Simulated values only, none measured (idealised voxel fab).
The following process module bears the name voxel self aligned contacts.
We display cut, a cross-section 285 nm in width whose square cells are each 5 nm.
Each cross-section below is a grid of square cells, stated as bands in top-down order, with one or more rows of cells making up each band. This entry defines a band. It first specifies the height of the band's top and the height of its bottom in nm, and then specifies the band's materials from left to right, stating each material with its width in nm. The word "edge to edge" identifies a single material that fills the band from edge to edge, while the word "empty" identifies empty space. Where do heights start? At 0: under that level the wafer as delivered is made of one material only. And the lowest band has no floor; it just carries on downward, as in "0..down". Graded width ("30 to 40"): value in top row of band = first number; value in bottom row = second number; row-to-row change constant. Basically "nothing was modified" means that step didn't change any cell in the cross-section. The label "Closed void roster" introduces a list of the empty spaces, 8 cells or larger, that have no open way up to the top; each entry in it reads width x height at distance, where the distance is taken from the left edge and all three are stated in nm. Heads up: the bit after the settings on a step's line is the simulator's remark on that step. "overlay nm" denotes, for a step that has a mask, the displacement of the mask to the right of its planned place, with negative values corresponding to the left. Pairs, read this way: before one process step on the one hand, after it on the other, the after cross-section ending at the lowest band that changed; the step between, settings included, beneath. Same starting wafer throughout, but possibly different runs of this module, so no pair continues from the pair above unless its entry headed "Before this step" says so.
Before this step:
  0..down | Si edge to edge
  Closed void roster: none
Post-Process Section:
  0..-5 | SiO2 edge to edge
  Below -5, no change.
  Closed void roster: none
Can you name the step between the two cross-sections above? It is OXIDIZE [depth nm 5]
Before this step: unchanged from the after cross-section in the pair immediately above; refer to that figure.
Post-Process Section:
  30..0 | polySi edge to edge
  Below 0, no change.
  Closed void roster: none
Can you name the step between the two cross-sections above? It is DIRECTIONAL_DEP [material polySi] [thk nm 30]
Before this step: unchanged from the after cross-section in the pair immediately above; refer to that figure.
Post-Process Section:
  55..30 | SiN edge to edge
  Below 30, no change.
  Closed void roster: none
Can you name the step between the two cross-sections above? It is DIRECTIONAL_DEP [material SiN] [thk nm 25]
Before this step: unchanged from the after cross-section in the pair immediately above; refer to that figure.
Post-Process Section:
  75..55 | 50 of empty, then 35 of resist, then 40 of empty, then 35 of resist, then 40 of empty, then 35 of resist, then 50 of empty
  Below 55, no change.
  Closed void roster: none
Can you name the step between the two cross-sections above? It is PATTERN [tone cover] [mask id GATE] [material resist] [width nm 35] [pitch nm 75] [thk nm 20] [overlay nm 0]
Before this step: unchanged from the after cross-section in the pair immediately above; refer to that figure.
Post-Process Section:
  75..55 | 50 of empty, then 35 of resist, then 40 of empty, then 35 of resist, then 40 of empty, then 35 of resist, then 50 of empty
  55..30 | 50 of empty, then 35 of SiN, then 40 of empty, then 35 of SiN, then 40 of empty, then 35 of SiN, then 50 of empty
  Below 30, no change.
  Closed void roster: none
Can you name the step between the two cross-sections above? It is DIRECTIONAL_ETCH [etch materials SiN] [depth nm 25]
Before this step: unchanged from the after cross-section in the pair immediately above; refer to that figure.
Post-Process Section:
  75..55 | 50 of empty, then 35 of resist, then 40 of empty, then 35 of resist, then 40 of empty, then 35 of resist, then 50 of empty
  55..30 | 50 of empty, then 35 of SiN, then 40 of empty, then 35 of SiN, then 40 of empty, then 35 of SiN, then 50 of empty
  30..0 | 50 of empty, then 35 of polySi, then 40 of empty, then 35 of polySi, then 40 of empty, then 35 of polySi, then 50 of empty
  Below 0, no change.
  Closed void roster: none
Can you name the step between the two cross-sections above? It is DIRECTIONAL_ETCH [etch materials polySi] [depth nm 30]
Before this step: unchanged from the after cross-section in the pair immediately above; refer to that figure.
Post-Process Section:
  55..30 | 50 of empty, then 35 of SiN, then 40 of empty, then 35 of SiN, then 40 of empty, then 35 of SiN, then 50 of empty
  Below 30, no change.
  Closed void roster: none
Can you name the step between the two cross-sections above? It is STRIP [etch materials resist]
Before this step: unchanged from the after cross-section in the pair immediately above; refer to that figure.
Post-Process Section:
  65..30 | 40 of empty, then 55 of SiN, then 20 of empty, then 55 of SiN, then 20 of empty, then 55 of SiN, then 40 of empty
  30..10 | 40 of empty, then 10 of SiN, then 35 of polySi, then 10 of SiN, then 20 of empty, then 10 of SiN, then 35 of polySi, then 10 of SiN, then 20 of empty, then 10 of SiN, then 35 of polySi, then 10 of SiN, then 40 of empty
  10..0 | 50 of SiN, then 35 of polySi, then 40 of SiN, then 35 of polySi, then 40 of SiN, then 35 of polySi, then 50 of SiN
  Below 0, no change.
  Closed void roster: none
Can you name the step between the two cross-sections above? It is CONFORMAL_DEP [material SiN] [thk nm 10]
Before this step: unchanged from the after cross-section in the pair immediately above; refer to that figure.
Post-Process Section:
  55..30 | 40 of empty, then 55 of SiN, then 20 of empty, then 55 of SiN, then 20 of empty, then 55 of SiN, then 40 of empty
  30..0 | 40 of empty, then 10 of SiN, then 35 of polySi, then 10 of SiN, then 20 of empty, then 10 of SiN, then 35 of polySi, then 10 of SiN, then 20 of empty, then 10 of SiN, then 35 of polySi, then 10 of SiN, then 40 of empty
  Below 0, no change.
  Closed void roster: none
Can you name the step between the two cross-sections above? It is DIRECTIONAL_ETCH [etch materials SiN] [depth nm 10]
Before this step: unchanged from the after cross-section in the pair immediately above; refer to that figure.
Post-Process Section:
  75..55 | SiO2 edge to edge
  55..30 | 40 of SiO2, then 55 of SiN, then 20 of SiO2, then 55 of SiN, then 20 of SiO2, then 55 of SiN, then 40 of SiO2
  30..0 | 40 of SiO2, then 10 of SiN, then 35 of polySi, then 10 of SiN, then 20 of SiO2, then 10 of SiN, then 35 of polySi, then 10 of SiN, then 20 of SiO2, then 10 of SiN, then 35 of polySi, then 10 of SiN, then 40 of SiO2
  Below 0, no change.
  Closed void roster: none
Can you name the step between the two cross-sections above? It is FILL_DEP [material SiO2] [thk nm 20]
Before this step: unchanged from the after cross-section in the pair immediately above; refer to that figure.
Post-Process Section:
  65..55 | SiO2 edge to edge
  Below 55, no change.
  Closed void roster: none
Can you name the step between the two cross-sections above? It is CMP [height nm 65]
Before this step: unchanged from the after cross-section in the pair immediately above; refer to that figure.
Post-Process Section:
  80..65 | 80 of resist, then 50 of empty, then 25 of resist, then 50 of empty, then 80 of resist
  Below 65, no change.
  Closed void roster: none
Can you name the step between the two cross-sections above? It is PATTERN [tone open] [mask id CONTACT] [material resist] [width nm 50] [pitch nm 75] [thk nm 15] [overlay nm 0]
Before this step: unchanged from the after cross-section in the pair immediately above; refer to that figure.
Post-Process Section:
  80..65 | 80 of resist, then 50 of empty, then 25 of resist, then 50 of empty, then 80 of resist
  65..55 | 80 of SiO2, then 50 of empty, then 25 of SiO2, then 50 of empty, then 80 of SiO2
  55..30 | 40 of SiO2, then 55 of SiN, then 20 of empty, then 55 of SiN, then 20 of empty, then 55 of SiN, then 40 of SiO2
  30..0 | 40 of SiO2, then 10 of SiN, then 35 of polySi, then 10 of SiN, then 20 of empty, then 10 of SiN, then 35 of polySi, then 10 of SiN, then 20 of empty, then 10 of SiN, then 35 of polySi, then 10 of SiN, then 40 of SiO2
  0..-5 | 95 of SiO2, then 20 of empty, then 55 of SiO2, then 20 of empty, then 95 of SiO2
  Below -5, no change.
  Closed void roster: none
Can you name the step between the two cross-sections above? It is DIRECTIONAL_ETCH [etch materials SiO2] [depth nm 70]
Before this step: unchanged from the after cross-section in the pair immediately above; refer to that figure.
Post-Process Section:
  65..55 | 80 of SiO2, then 50 of empty, then 25 of SiO2, then 50 of empty, then 80 of SiO2
  Below 55, no change.
  Closed void roster: none
Can you name the step between the two cross-sections above? It is STRIP [etch materials resist]
Before this step: unchanged from the after cross-section in the pair immediately above; refer to that figure.
Post-Process Section:
  70..65 | 85 of TiN, then 40 of empty, then 35 of TiN, then 40 of empty, then 85 of TiN
  65..55 | 80 of SiO2, then 5 to 20 of TiN, then 40 to 10 of empty, then 5 to 20 of TiN, then 25 of SiO2, then 5 to 20 of TiN, then 40 to 10 of empty, then 5 to 20 of TiN, then 80 of SiO2
  55..30 | 40 of SiO2, then 55 of SiN, then 5 of TiN, then 10 of empty, then 5 of TiN, then 55 of SiN, then 5 of TiN, then 10 of empty, then 5 of TiN, then 55 of SiN, then 40 of SiO2
  30..0 | 40 of SiO2, then 10 of SiN, then 35 of polySi, then 10 of SiN, then 5 of TiN, then 10 of empty, then 5 of TiN, then 10 of SiN, then 35 of polySi, then 10 of SiN, then 5 of TiN, then 10 of empty, then 5 of TiN, then 10 of SiN, then 35 of polySi, then 10 of SiN, then 40 of SiO2
  0..-5 | 95 of SiO2, then 20 of TiN, then 55 of SiO2, then 20 of TiN, then 95 of SiO2
  Below -5, no change.
  Closed void roster: none
Can you name the step between the two cross-sections above? It is CONFORMAL_DEP [material TiN] [thk nm 5]
Before this step: unchanged from the after cross-section in the pair immediately above; refer to that figure.
Post-Process Section:
  80..70 | W edge to edge
  70..65 | 85 of TiN, then 40 of W, then 35 of TiN, then 40 of W, then 85 of TiN
  65..55 | 80 of SiO2, then 5 to 20 of TiN, then 40 to 10 of W, then 5 to 20 of TiN, then 25 of SiO2, then 5 to 20 of TiN, then 40 to 10 of W, then 5 to 20 of TiN, then 80 of SiO2
  55..30 | 40 of SiO2, then 55 of SiN, then 5 of TiN, then 10 of W, then 5 of TiN, then 55 of SiN, then 5 of TiN, then 10 of W, then 5 of TiN, then 55 of SiN, then 40 of SiO2
  30..0 | 40 of SiO2, then 10 of SiN, then 35 of polySi, then 10 of SiN, then 5 of TiN, then 10 of W, then 5 of TiN, then 10 of SiN, then 35 of polySi, then 10 of SiN, then 5 of TiN, then 10 of W, then 5 of TiN, then 10 of SiN, then 35 of polySi, then 10 of SiN, then 40 of SiO2
  Below 0, no change.
  Closed void roster: none
Can you name the step between the two cross-sections above? It is FILL_DEP [material W] [thk nm 10]
Before this step: unchanged from the after cross-section in the pair immediately above; refer to that figure.
Post-Process Section:
  65..55 | 80 of SiO2, then 5 to 20 of TiN, then 40 to 10 of W, then 5 to 20 of TiN, then 25 of SiO2, then 5 to 20 of TiN, then 40 to 10 of W, then 5 to 20 of TiN, then 80 of SiO2
  Below 55, no change.
  Closed void roster: none
Can you name the step between the two cross-sections above? It is CMP [height nm 65]
Before this step: unchanged from the after cross-section in the pair immediately above; refer to that figure.
Post-Process Section:
  70..65 | SiN edge to edge
  Below 65, no change.
  Closed void roster: none
Can you name the step between the two cross-sections above? It is CONFORMAL_DEP [material SiN] [thk nm 5]
Before this step:
  55..30 | 50 of empty, then 35 of SiN, then 40 of empty, then 35 of SiN, then 40 of empty, then 35 of SiN, then 50 of empty
  30..0 | 50 of empty, then 35 of polySi, then 40 of empty, then 35 of polySi, then 40 of empty, then 35 of polySi, then 50 of empty
  0..-5 | SiO2 edge to edge
  -5..down | Si edge to edge
  Closed void roster: none
Post-Process Section:
  45..30 | 50 of empty, then 35 of SiN, then 40 of empty, then 35 of SiN, then 40 of empty, then 35 of SiN, then 50 of empty
  Below 30, no change.
  Closed void roster: none
Can you name the step between the two cross-sections above? It is DIRECTIONAL_ETCH [etch materials SiN] [depth nm 10]
Before this step: unchanged from the after cross-section in the pair immediately above; refer to that figure.
Post-Process Section:
  65..45 | SiO2 edge to edge
  45..30 | 50 of SiO2, then 35 of SiN, then 40 of SiO2, then 35 of SiN, then 40 of SiO2, then 35 of SiN, then 50 of SiO2
  30..0 | 50 of SiO2, then 35 of polySi, then 40 of SiO2, then 35 of polySi, then 40 of SiO2, then 35 of polySi, then 50 of SiO2
  Below 0, no change.
  Closed void roster: none
Can you name the step between the two cross-sections above? It is FILL_DEP [material SiO2] [thk nm 20]
Before this step: unchanged from the after cross-section in the pair immediately above; refer to that figure.
Post-Process Section:
  80..65 | 80 of resist, then 50 of empty, then 25 of resist, then 50 of empty, then 80 of resist
  Below 65, no change.
  Closed void roster: none
Can you name the step between the two cross-sections above? It is PATTERN [tone open] [mask id CONTACT] [material resist] [width nm 50] [pitch nm 75] [thk nm 15] [overlay nm 0]
Before this step: unchanged from the after cross-section in the pair immediately above; refer to that figure.
Post-Process Section:
  80..65 | 80 of resist, then 50 of empty, then 25 of resist, then 50 of empty, then 80 of resist
  65..45 | 80 of SiO2, then 50 of empty, then 25 of SiO2, then 50 of empty, then 80 of SiO2
  45..30 | 50 of SiO2, then 35 of SiN, then 40 of empty, then 35 of SiN, then 40 of empty, then 35 of SiN, then 50 of SiO2
  30..0 | 50 of SiO2, then 35 of polySi, then 40 of empty, then 35 of polySi, then 40 of empty, then 35 of polySi, then 50 of SiO2
  0..-5 | 85 of SiO2, then 40 of empty, then 35 of SiO2, then 40 of empty, then 85 of SiO2
  Below -5, no change.
  Closed void roster: none
Can you name the step between the two cross-sections above? It is DIRECTIONAL_ETCH [etch materials SiO2] [depth nm 70]
Before this step: unchanged from the after cross-section in the pair immediately above; refer to that figure.
Post-Process Section:
  65..45 | 80 of SiO2, then 50 of empty, then 25 of SiO2, then 50 of empty, then 80 of SiO2
  Below 45, no change.
  Closed void roster: none
Can you name the step between the two cross-sections above? It is STRIP [etch materials resist]
Before this step: unchanged from the after cross-section in the pair immediately above; refer to that figure.
Post-Process Section:
  70..65 | 85 of TiN, then 40 of empty, then 35 of TiN, then 40 of empty, then 85 of TiN
  65..50 | 80 of SiO2, then 5 of TiN, then 40 of empty, then 5 of TiN, then 25 of SiO2, then 5 of TiN, then 40 of empty, then 5 of TiN, then 80 of SiO2
  50..45 | 80 of SiO2, then 10 of TiN, then 30 of empty, then 10 of TiN, then 25 of SiO2, then 10 of TiN, then 30 of empty, then 10 of TiN, then 80 of SiO2
  45..30 | 50 of SiO2, then 35 of SiN, then 5 of TiN, then 30 of empty, then 5 of TiN, then 35 of SiN, then 5 of TiN, then 30 of empty, then 5 of TiN, then 35 of SiN, then 50 of SiO2
  30..0 | 50 of SiO2, then 35 of polySi, then 5 of TiN, then 30 of empty, then 5 of TiN, then 35 of polySi, then 5 of TiN, then 30 of empty, then 5 of TiN, then 35 of polySi, then 50 of SiO2
  0..-5 | 85 of SiO2, then 40 of TiN, then 35 of SiO2, then 40 of TiN, then 85 of SiO2
  Below -5, no change.
  Closed void roster: none
Can you name the step between the two cross-sections above? It is CONFORMAL_DEP [material TiN] [thk nm 5]
Before this step: unchanged from the after cross-section in the pair immediately above; refer to that figure.
Post-Process Section:
  80..70 | W edge to edge
  70..65 | 85 of TiN, then 40 of W, then 35 of TiN, then 40 of W, then 85 of TiN
  65..50 | 80 of SiO2, then 5 of TiN, then 40 of W, then 5 of TiN, then 25 of SiO2, then 5 of TiN, then 40 of W, then 5 of TiN, then 80 of SiO2
  50..45 | 80 of SiO2, then 10 of TiN, then 30 of W, then 10 of TiN, then 25 of SiO2, then 10 of TiN, then 30 of W, then 10 of TiN, then 80 of SiO2
  45..30 | 50 of SiO2, then 35 of SiN, then 5 of TiN, then 30 of W, then 5 of TiN, then 35 of SiN, then 5 of TiN, then 30 of W, then 5 of TiN, then 35 of SiN, then 50 of SiO2
  30..0 | 50 of SiO2, then 35 of polySi, then 5 of TiN, then 30 of W, then 5 of TiN, then 35 of polySi, then 5 of TiN, then 30 of W, then 5 of TiN, then 35 of polySi, then 50 of SiO2
  Below 0, no change.
  Closed void roster: none
Can you name the step between the two cross-sections above? It is FILL_DEP [material W] [thk nm 10]
Before this step: unchanged from the after cross-section in the pair immediately above; refer to that figure.
Post-Process Section:
  65..50 | 80 of SiO2, then 5 of TiN, then 40 of W, then 5 of TiN, then 25 of SiO2, then 5 of TiN, then 40 of W, then 5 of TiN, then 80 of SiO2
  Below 50, no change.
  Closed void roster: none
Can you name the step between the two cross-sections above? It is CMP [height nm 65]
Before this step: unchanged from the after cross-section in the pair immediately above; refer to that figure.
Post-Process Section:
  70..65 | SiN edge to edge
  Below 65, no change.
  Closed void roster: none
Can you name the step between the two cross-sections above? It is CONFORMAL_DEP [material SiN] [thk nm 5]
Before this step:
  30..0 | polySi edge to edge
  0..-5 | SiO2 edge to edge
  -5..down | Si edge to edge
  Closed void roster: none
Post-Process Section:
  60..0 | polySi edge to edge
  Below 0, no change.
  Closed void roster: none
Can you name the step between the two cross-sections above? It is DIRECTIONAL_DEP [material polySi] [thk nm 30]
Before this step: unchanged from the after cross-section in the pair immediately above; refer to that figure.
Post-Process Section:
  85..60 | SiN edge to edge
  Below 60, no change.
  Closed void roster: none
Can you name the step between the two cross-sections above? It is DIRECTIONAL_DEP [material SiN] [thk nm 25]
Before this step: unchanged from the after cross-section in the pair immediately above; refer to that figure.
Post-Process Section:
  105..85 | 50 of empty, then 35 of resist, then 40 of empty, then 35 of resist, then 40 of empty, then 35 of resist, then 50 of empty
  Below 85, no change.
  Closed void roster: none
Can you name the step between the two cross-sections above? It is PATTERN [tone cover] [mask id GATE] [material resist] [width nm 35] [pitch nm 75] [thk nm 20] [overlay nm 0]
Before this step: unchanged from the after cross-section in the pair immediately above; refer to that figure.
Post-Process Section:
  105..85 | 50 of empty, then 35 of resist, then 40 of empty, then 35 of resist, then 40 of empty, then 35 of resist, then 50 of empty
  85..60 | 50 of empty, then 35 of SiN, then 40 of empty, then 35 of SiN, then 40 of empty, then 35 of SiN, then 50 of empty
  Below 60, no change.
  Closed void roster: none
Can you name the step between the two cross-sections above? It is DIRECTIONAL_ETCH [etch materials SiN] [depth nm 25]
Before this step: unchanged from the after cross-section in the pair immediately above; refer to that figure.
Post-Process Section:
  105..85 | 50 of empty, then 35 of resist, then 40 of empty, then 35 of resist, then 40 of empty, then 35 of resist, then 50 of empty
  85..60 | 50 of empty, then 35 of SiN, then 40 of empty, then 35 of SiN, then 40 of empty, then 35 of SiN, then 50 of empty
  60..30 | 50 of empty, then 35 of polySi, then 40 of empty, then 35 of polySi, then 40 of empty, then 35 of polySi, then 50 of empty
  Below 30, no change.
  Closed void roster: none
Can you name the step between the two cross-sections above? It is DIRECTIONAL_ETCH [etch materials polySi] [depth nm 30]
Before this step: unchanged from the after cross-section in the pair immediately above; refer to that figure.
Post-Process Section:
  85..60 | 50 of empty, then 35 of SiN, then 40 of empty, then 35 of SiN, then 40 of empty, then 35 of SiN, then 50 of empty
  Below 60, no change.
  Closed void roster: none
Can you name the step between the two cross-sections above? It is STRIP [etch materials resist]
Before this step: unchanged from the after cross-section in the pair immediately above; refer to that figure.
Post-Process Section:
  95..60 | 40 of empty, then 55 of SiN, then 20 of empty, then 55 of SiN, then 20 of empty, then 55 of SiN, then 40 of empty
  60..40 | 40 of empty, then 10 of SiN, then 35 of polySi, then 10 of SiN, then 20 of empty, then 10 of SiN, then 35 of polySi, then 10 of SiN, then 20 of empty, then 10 of SiN, then 35 of polySi, then 10 of SiN, then 40 of empty
  40..30 | 50 of SiN, then 35 of polySi, then 40 of SiN, then 35 of polySi, then 40 of SiN, then 35 of polySi, then 50 of SiN
  Below 30, no change.
  Closed void roster: none
Can you name the step between the two cross-sections above? It is CONFORMAL_DEP [material SiN] [thk nm 10]
Before this step: unchanged from the after cross-section in the pair immediately above; refer to that figure.
Post-Process Section:
  85..60 | 40 of empty, then 55 of SiN, then 20 of empty, then 55 of SiN, then 20 of empty, then 55 of SiN, then 40 of empty
  60..30 | 40 of empty, then 10 of SiN, then 35 of polySi, then 10 of SiN, then 20 of empty, then 10 of SiN, then 35 of polySi, then 10 of SiN, then 20 of empty, then 10 of SiN, then 35 of polySi, then 10 of SiN, then 40 of empty
  Below 30, no change.
  Closed void roster: none
Can you name the step between the two cross-sections above? It is DIRECTIONAL_ETCH [etch materials SiN] [depth nm 10]
Before this step: unchanged from the after cross-section in the pair immediately above; refer to that figure.
Post-Process Section:
  105..85 | SiO2 edge to edge
  85..60 | 40 of SiO2, then 55 of SiN, then 20 of SiO2, then 55 of SiN, then 20 of SiO2, then 55 of SiN, then 40 of SiO2
  60..30 | 40 of SiO2, then 10 of SiN, then 35 of polySi, then 10 of SiN, then 20 of SiO2, then 10 of SiN, then 35 of polySi, then 10 of SiN, then 20 of SiO2, then 10 of SiN, then 35 of polySi, then 10 of SiN, then 40 of SiO2
  Below 30, no change.
  Closed void roster: none
Can you name the step between the two cross-sections above? It is FILL_DEP [material SiO2] [thk nm 20]
Before this step: unchanged from the after cross-section in the pair immediately above; refer to that figure.
Post-Process Section:
  65..60 | 40 of SiO2, then 55 of SiN, then 20 of SiO2, then 55 of SiN, then 20 of SiO2, then 55 of SiN, then 40 of SiO2
  Below 60, no change.
  Closed void roster: none
Can you name the step between the two cross-sections above? It is CMP [height nm 65]
Before this step: unchanged from the after cross-section in the pair immediately above; refer to that figure.
Post-Process Section:
  80..65 | 80 of resist, then 50 of empty, then 25 of resist, then 50 of empty, then 80 of resist
  Below 65, no change.
  Closed void roster: none
Can you name the step between the two cross-sections above? It is PATTERN [tone open] [mask id CONTACT] [material resist] [width nm 50] [pitch nm 75] [thk nm 15] [overlay nm 0]
Before this step: unchanged from the after cross-section in the pair immediately above; refer to that figure.
Post-Process Section:
  80..65 | 80 of resist, then 50 of empty, then 25 of resist, then 50 of empty, then 80 of resist
  65..60 | 40 of SiO2, then 55 of SiN, then 20 of empty, then 55 of SiN, then 20 of empty, then 55 of SiN, then 40 of SiO2
  60..30 | 40 of SiO2, then 10 of SiN, then 35 of polySi, then 10 of SiN, then 20 of empty, then 10 of SiN, then 35 of polySi, then 10 of SiN, then 20 of empty, then 10 of SiN, then 35 of polySi, then 10 of SiN, then 40 of SiO2
  Below 30, no change.
  Closed void roster: none
Can you name the step between the two cross-sections above? It is DIRECTIONAL_ETCH [etch materials SiO2] [depth nm 70]
Before this step: unchanged from the after cross-section in the pair immediately above; refer to that figure.
Post-Process Section:
  65..60 | 40 of SiO2, then 55 of SiN, then 20 of empty, then 55 of SiN, then 20 of empty, then 55 of SiN, then 40 of SiO2
  Below 60, no change.
  Closed void roster: none
Can you name the step between the two cross-sections above? It is STRIP [etch materials resist]
Before this step: unchanged from the after cross-section in the pair immediately above; refer to that figure.
Post-Process Section:
  70..65 | 100 of TiN, then 10 of empty, then 65 of TiN, then 10 of empty, then 100 of TiN
  65..60 | 40 of SiO2, then 55 of SiN, then 5 of TiN, then 10 of empty, then 5 of TiN, then 55 of SiN, then 5 of TiN, then 10 of empty, then 5 of TiN, then 55 of SiN, then 40 of SiO2
  60..35 | 40 of SiO2, then 10 of SiN, then 35 of polySi, then 10 of SiN, then 5 of TiN, then 10 of empty, then 5 of TiN, then 10 of SiN, then 35 of polySi, then 10 of SiN, then 5 of TiN, then 10 of empty, then 5 of TiN, then 10 of SiN, then 35 of polySi, then 10 of SiN, then 40 of SiO2
  35..30 | 40 of SiO2, then 10 of SiN, then 35 of polySi, then 10 of SiN, then 20 of TiN, then 10 of SiN, then 35 of polySi, then 10 of SiN, then 20 of TiN, then 10 of SiN, then 35 of polySi, then 10 of SiN, then 40 of SiO2
  Below 30, no change.
  Closed void roster: none
Can you name the step between the two cross-sections above? It is CONFORMAL_DEP [material TiN] [thk nm 5]
Before this step: unchanged from the after cross-section in the pair immediately above; refer to that figure.
Post-Process Section:
  80..70 | W edge to edge
  70..65 | 100 of TiN, then 10 of W, then 65 of TiN, then 10 of W, then 100 of TiN
  65..60 | 40 of SiO2, then 55 of SiN, then 5 of TiN, then 10 of W, then 5 of TiN, then 55 of SiN, then 5 of TiN, then 10 of W, then 5 of TiN, then 55 of SiN, then 40 of SiO2
  60..35 | 40 of SiO2, then 10 of SiN, then 35 of polySi, then 10 of SiN, then 5 of TiN, then 10 of W, then 5 of TiN, then 10 of SiN, then 35 of polySi, then 10 of SiN, then 5 of TiN, then 10 of W, then 5 of TiN, then 10 of SiN, then 35 of polySi, then 10 of SiN, then 40 of SiO2
  Below 35, no change.
  Closed void roster: none
Can you name the step between the two cross-sections above? It is FILL_DEP [material W] [thk nm 10]
Before this step: unchanged from the after cross-section in the pair immediately above; refer to that figure.
Post-Process Section:
  65..60 | 40 of SiO2, then 55 of SiN, then 5 of TiN, then 10 of W, then 5 of TiN, then 55 of SiN, then 5 of TiN, then 10 of W, then 5 of TiN, then 55 of SiN, then 40 of SiO2
  Below 60, no change.
  Closed void roster: none
Can you name the step between the two cross-sections above? It is CMP [height nm 65]
Before this step: unchanged from the after cross-section in the pair immediately above; refer to that figure.
Post-Process Section:
  70..65 | SiN edge to edge
  Below 65, no change.
  Closed void roster: none
Can you name the step between the two cross-sections above? It is CONFORMAL_DEP [material SiN] [thk nm 5]
Before this step:
  0..-5 | SiO2 edge to edge
  -5..down | Si edge to edge
  Closed void roster: none
Post-Process Section:
  25..0 | SiN edge to edge
  Below 0, no change.
  Closed void roster: none
Can you name the step between the two cross-sections above? It is DIRECTIONAL_DEP [material SiN] [thk nm 25]
Before this step: unchanged from the after cross-section in the pair immediately above; refer to that figure.
Post-Process Section:
  55..25 | polySi edge to edge
  Below 25, no change.
  Closed void roster: none
Can you name the step between the two cross-sections above? It is DIRECTIONAL_DEP [material polySi] [thk nm 30]
Before this step: unchanged from the after cross-section in the pair immediately above; refer to that figure.
Post-Process Section:
  75..55 | 50 of empty, then 35 of resist, then 40 of empty, then 35 of resist, then 40 of empty, then 35 of resist, then 50 of empty
  Below 55, no change.
  Closed void roster: none
Can you name the step between the two cross-sections above? It is PATTERN [tone cover] [mask id GATE] [material resist] [width nm 35] [pitch nm 75] [thk nm 20] [overlay nm 0]
Before this step: unchanged from the after cross-section in the pair immediately above; refer to that figure.
Post-Process Section:
  75..55 | 50 of empty, then 35 of resist, then 40 of empty, then 35 of resist, then 40 of empty, then 35 of resist, then 50 of empty
  55..25 | 50 of empty, then 35 of polySi, then 40 of empty, then 35 of polySi, then 40 of empty, then 35 of polySi, then 50 of empty
  Below 25, no change.
  Closed void roster: none
Can you name the step between the two cross-sections above? It is DIRECTIONAL_ETCH [etch materials polySi] [depth nm 30]
Before this step: unchanged from the after cross-section in the pair immediately above; refer to that figure.
Post-Process Section:
  55..25 | 50 of empty, then 35 of polySi, then 40 of empty, then 35 of polySi, then 40 of empty, then 35 of polySi, then 50 of empty
  Below 25, no change.
  Closed void roster: none
Can you name the step between the two cross-sections above? It is STRIP [etch materials resist]
Before this step: unchanged from the after cross-section in the pair immediately above; refer to that figure.
Post-Process Section:
  65..55 | 40 of empty, then 55 of SiN, then 20 of empty, then 55 of SiN, then 20 of empty, then 55 of SiN, then 40 of empty
  55..35 | 40 of empty, then 10 of SiN, then 35 of polySi, then 10 of SiN, then 20 of empty, then 10 of SiN, then 35 of polySi, then 10 of SiN, then 20 of empty, then 10 of SiN, then 35 of polySi, then 10 of SiN, then 40 of empty
  35..25 | 50 of SiN, then 35 of polySi, then 40 of SiN, then 35 of polySi, then 40 of SiN, then 35 of polySi, then 50 of SiN
  Below 25, no change.
  Closed void roster: none
Can you name the step between the two cross-sections above? It is CONFORMAL_DEP [material SiN] [thk nm 10]
Before this step: unchanged from the after cross-section in the pair immediately above; refer to that figure.
Post-Process Section:
  55..25 | 40 of empty, then 10 of SiN, then 35 of polySi, then 10 of SiN, then 20 of empty, then 10 of SiN, then 35 of polySi, then 10 of SiN, then 20 of empty, then 10 of SiN, then 35 of polySi, then 10 of SiN, then 40 of empty
  Below 25, no change.
  Closed void roster: none
Can you name the step between the two cross-sections above? It is DIRECTIONAL_ETCH [etch materials SiN] [depth nm 10]
Before this step: unchanged from the after cross-section in the pair immediately above; refer to that figure.
Post-Process Section:
  75..55 | SiO2 edge to edge
  55..25 | 40 of SiO2, then 10 of SiN, then 35 of polySi, then 10 of SiN, then 20 of SiO2, then 10 of SiN, then 35 of polySi, then 10 of SiN, then 20 of SiO2, then 10 of SiN, then 35 of polySi, then 10 of SiN, then 40 of SiO2
  Below 25, no change.
  Closed void roster: none
Can you name the step between the two cross-sections above? It is FILL_DEP [material SiO2] [thk nm 20]
Before this step: unchanged from the after cross-section in the pair immediately above; refer to that figure.
Post-Process Section:
  65..55 | SiO2 edge to edge
  Below 55, no change.
  Closed void roster: none
Can you name the step between the two cross-sections above? It is CMP [height nm 65]
Before this step: unchanged from the after cross-section in the pair immediately above; refer to that figure.
Post-Process Section:
  80..65 | 80 of resist, then 50 of empty, then 25 of resist, then 50 of empty, then 80 of resist
  Below 65, no change.
  Closed void roster: none
Can you name the step between the two cross-sections above? It is PATTERN [tone open] [mask id CONTACT] [material resist] [width nm 50] [pitch nm 75] [thk nm 15] [overlay nm 0]
Before this step: unchanged from the after cross-section in the pair immediately above; refer to that figure.
Post-Process Section:
  80..65 | 80 of resist, then 50 of empty, then 25 of resist, then 50 of empty, then 80 of resist
  65..55 | 80 of SiO2, then 50 of empty, then 25 of SiO2, then 50 of empty, then 80 of SiO2
  55..25 | 40 of SiO2, then 10 of SiN, then 35 of polySi, then 10 of SiN, then 20 of empty, then 10 of SiN, then 35 of polySi, then 10 of SiN, then 20 of empty, then 10 of SiN, then 35 of polySi, then 10 of SiN, then 40 of SiO2
  Below 25, no change.
  Closed void roster: none
Can you name the step between the two cross-sections above? It is DIRECTIONAL_ETCH [etch materials SiO2] [depth nm 70]
Before this step: unchanged from the after cross-section in the pair immediately above; refer to that figure.
Post-Process Section:
  65..55 | 80 of SiO2, then 50 of empty, then 25 of SiO2, then 50 of empty, then 80 of SiO2
  Below 55, no change.
  Closed void roster: none
Can you name the step between the two cross-sections above? It is STRIP [etch materials resist]
Before this step: unchanged from the after cross-section in the pair immediately above; refer to that figure.
Post-Process Section:
  70..65 | 85 of TiN, then 40 of empty, then 35 of TiN, then 40 of empty, then 85 of TiN
  65..55 | 80 of SiO2, then 5 to 20 of TiN, then 40 to 10 of empty, then 5 to 20 of TiN, then 25 of SiO2, then 5 to 20 of TiN, then 40 to 10 of empty, then 5 to 20 of TiN, then 80 of SiO2
  55..30 | 40 of SiO2, then 10 of SiN, then 35 of polySi, then 10 of SiN, then 5 of TiN, then 10 of empty, then 5 of TiN, then 10 of SiN, then 35 of polySi, then 10 of SiN, then 5 of TiN, then 10 of empty, then 5 of TiN, then 10 of SiN, then 35 of polySi, then 10 of SiN, then 40 of SiO2
  30..25 | 40 of SiO2, then 10 of SiN, then 35 of polySi, then 10 of SiN, then 20 of TiN, then 10 of SiN, then 35 of polySi, then 10 of SiN, then 20 of TiN, then 10 of SiN, then 35 of polySi, then 10 of SiN, then 40 of SiO2
  Below 25, no change.
  Closed void roster: none
Can you name the step between the two cross-sections above? It is CONFORMAL_DEP [material TiN] [thk nm 5]
